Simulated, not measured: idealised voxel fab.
Presented below is a process module, voxel transistor to metal.
Square cell edge 5 nm, section width 195 nm, ID cut.
Square cells in a grid make up a cross-section in this document, and the grid is given as bands, listed from the top down, each one or more rows of cells. A band entry consists of two parts. The first gives the height of the band's top and the height of its bottom, in nm. The rest lists the band's materials from left to right, each with its width in nm. A single material labelled with the word "throughout" fills the band from edge to edge, and the word "empty" marks empty space. Counting heights begins at 0, where everything beneath is, in the wafer as received, one material. The lowest band has no bottom; it goes on downwards, as "0 -> down" shows. Width spec "30->40" -> top row of cells at first value, bottom row at second value, equal per-row change in between. Where the words "nothing was modified" appear for a step, the cross-section shows no cell changed by that step; every cell remained as before. The entry titled "Unvented internal voids" provides the empty spaces that have no open way to the top, restricted to those of 8 cells or more. Each is presented as width x height at distance, the distance being measured from the left edge, with all three in nm. after a step's settings: what the simulator itself notes on the step. For masked steps, "overlay nm" on the step line gives how far right of plan the mask actually lay; a minus sign means it lay to the left.
# Here's what the planned process steps look like
1,RECEIVE with material Si
2,OXIDIZE with depth nm 5
3,CONFORMAL_DEP with material SiN, thk nm 10
4,DIRECTIONAL_DEP with material aC, thk nm 10
5,PATTERN with tone cover, mask id ACTIVE, material resist, width nm 105, thk nm 25, overlay nm 0
6,DIRECTIONAL_ETCH with etch materials aC, depth nm 10
7,STRIP with etch materials resist
8,DIRECTIONAL_ETCH with etch materials SiN, depth nm 10
9,DIRECTIONAL_ETCH with etch materials SiO2, depth nm 5
10,DIRECTIONAL_ETCH with etch materials Si, depth nm 35
11,STRIP with etch materials aC
12,OXIDIZE with depth nm 5
13,FILL_DEP with material SiO2, thk nm 15
14,CMP with height nm 10
15,SELECTIVE_ETCH with etch materials SiO2, depth nm 10
16,STRIP with etch materials SiN
17,SELECTIVE_ETCH with etch materials SiO2, depth nm 5
18,OXIDIZE with depth nm 5
19,DIRECTIONAL_DEP with material polySi, thk nm 30
20,DIRECTIONAL_DEP with material SiCN, thk nm 10
21,DIRECTIONAL_DEP with material aC, thk nm 15
22,PATTERN with tone cover, mask id GATE, material resist, width nm 25, thk nm 35, overlay nm 0
23,DIRECTIONAL_ETCH with etch materials aC, depth nm 15
24,STRIP with etch materials resist
25,DIRECTIONAL_ETCH with etch materials SiCN, depth nm 20
26,DIRECTIONAL_ETCH with etch materials polySi, depth nm 40
27,STRIP with etch materials aC
28,CONFORMAL_DEP with material SiO2, thk nm 5
29,DIRECTIONAL_ETCH with etch materials SiO2, depth nm 5
30,CONFORMAL_DEP with material SiN, thk nm 5
31,DIRECTIONAL_ETCH with etch materials SiN, depth nm 5
32,DIRECTIONAL_ETCH with etch materials SiO2, depth nm 5
33,DIRECTIONAL_ETCH with etch materials Si, depth nm 5
34,EPI with material nSi, thk nm 10
35,FILL_DEP with material SiO2, thk nm 10
36,CMP with height nm 25
37,STRIP with etch materials polySi
38,SELECTIVE_ETCH with etch materials SiO2, depth nm 5
39,CONFORMAL_DEP with material HfO2, thk nm 5
40,CONFORMAL_DEP with material TiN, thk nm 5
41,FILL_DEP with material W, thk nm 5
42,CMP with height nm 20
43,DIRECTIONAL_DEP with material SiO2, thk nm 10
44,PATTERN with tone open, mask id CONTACT, material resist, width nm 15, pitch nm 80, thk nm 15, overlay nm 0
45,DIRECTIONAL_ETCH with etch materials SiO2, depth nm 35
46,STRIP with etch materials resist
47,CONFORMAL_DEP with material TiN, thk nm 5
48,FILL_DEP with material W, thk nm 10
49,CMP with height nm 30
50,DIRECTIONAL_DEP with material TiN, thk nm 5
51,DIRECTIONAL_DEP with material Ru, thk nm 20
52,PATTERN with tone cover, mask id METAL_1, material resist, width nm 15, pitch nm 80, thk nm 15, overlay nm 0
53,DIRECTIONAL_ETCH with etch materials Ru, depth nm 20
54,DIRECTIONAL_ETCH with etch materials TiN, depth nm 5
55,STRIP with etch materials resist
56,FILL_DEP with material lowk, thk nm 5
57,CMP with height nm 55
58,CONFORMAL_DEP with material SiCN, thk nm 5
59,DIRECTIONAL_DEP with material SiO2, thk nm 35
60,PATTERN with tone open, mask id METAL_2, material resist, width nm 15, pitch nm 80, thk nm 15, overlay nm 0
61,DIRECTIONAL_ETCH with etch materials SiO2, depth nm 20
62,STRIP with etch materials resist
63,PATTERN with tone open, mask id METAL_2_HOLES, material resist, width nm 15, pitch nm 80, thk nm 15, overlay nm 0
64,DIRECTIONAL_ETCH with etch materials SiO2, depth nm 15
65,DIRECTIONAL_ETCH with etch materials SiCN, depth nm 5
66,STRIP with etch materials resist
67,CONFORMAL_DEP with material TiN, thk nm 5
68,FILL_DEP with material Cu, thk nm 10
69,CMP with height nm 95
70,CONFORMAL_DEP with material SiCN, thk nm 5
Wafers differ in width nm at step 22; plan lists the first wafer's value; identical starting state.
# Received condition of the first of several wafers, sectioned: post-step 1
  0 -> down = Si throughout
  Unvented internal voids: none
# For your reference, the table is organized with a row per wafer; each row reflects the wafer at the end of the module, indicating for each material the cells gained (+) or lost (-) since receipt, and thereafter its closed voids
width nm 25 | +14 Cu | +17 HfO2 | +24 Ru | -228 Si | +72 SiCN | +10 SiN | +573 SiO2 | +83 TiN | +24 W | +165 lowk | +26 nSi | Unvented internal voids: none
width nm 30 | +14 Cu | +18 HfO2 | +24 Ru | -227 Si | +72 SiCN | +10 SiN | +569 SiO2 | +84 TiN | +27 W | +165 lowk | +24 nSi | Unvented internal voids: none
width nm 35 | +14 Cu | +19 HfO2 | +24 Ru | -226 Si | +72 SiCN | +10 SiN | +565 SiO2 | +85 TiN | +30 W | +165 lowk | +22 nSi | Unvented internal voids: none
width nm 40 | +14 Cu | +20 HfO2 | +24 Ru | -225 Si | +72 SiCN | +10 SiN | +561 SiO2 | +85 TiN | +34 W | +165 lowk | +20 nSi | Unvented internal voids: none
width nm 45 | +14 Cu | +21 HfO2 | +24 Ru | -224 Si | +72 SiCN | +10 SiN | +557 SiO2 | +85 TiN | +38 W | +165 lowk | +18 nSi | Unvented internal voids: none
width nm 50 | +14 Cu | +22 HfO2 | +24 Ru | -223 Si | +72 SiCN | +10 SiN | +557 SiO2 | +85 TiN | +38 W | +165 lowk | +16 nSi | Unvented internal voids: none
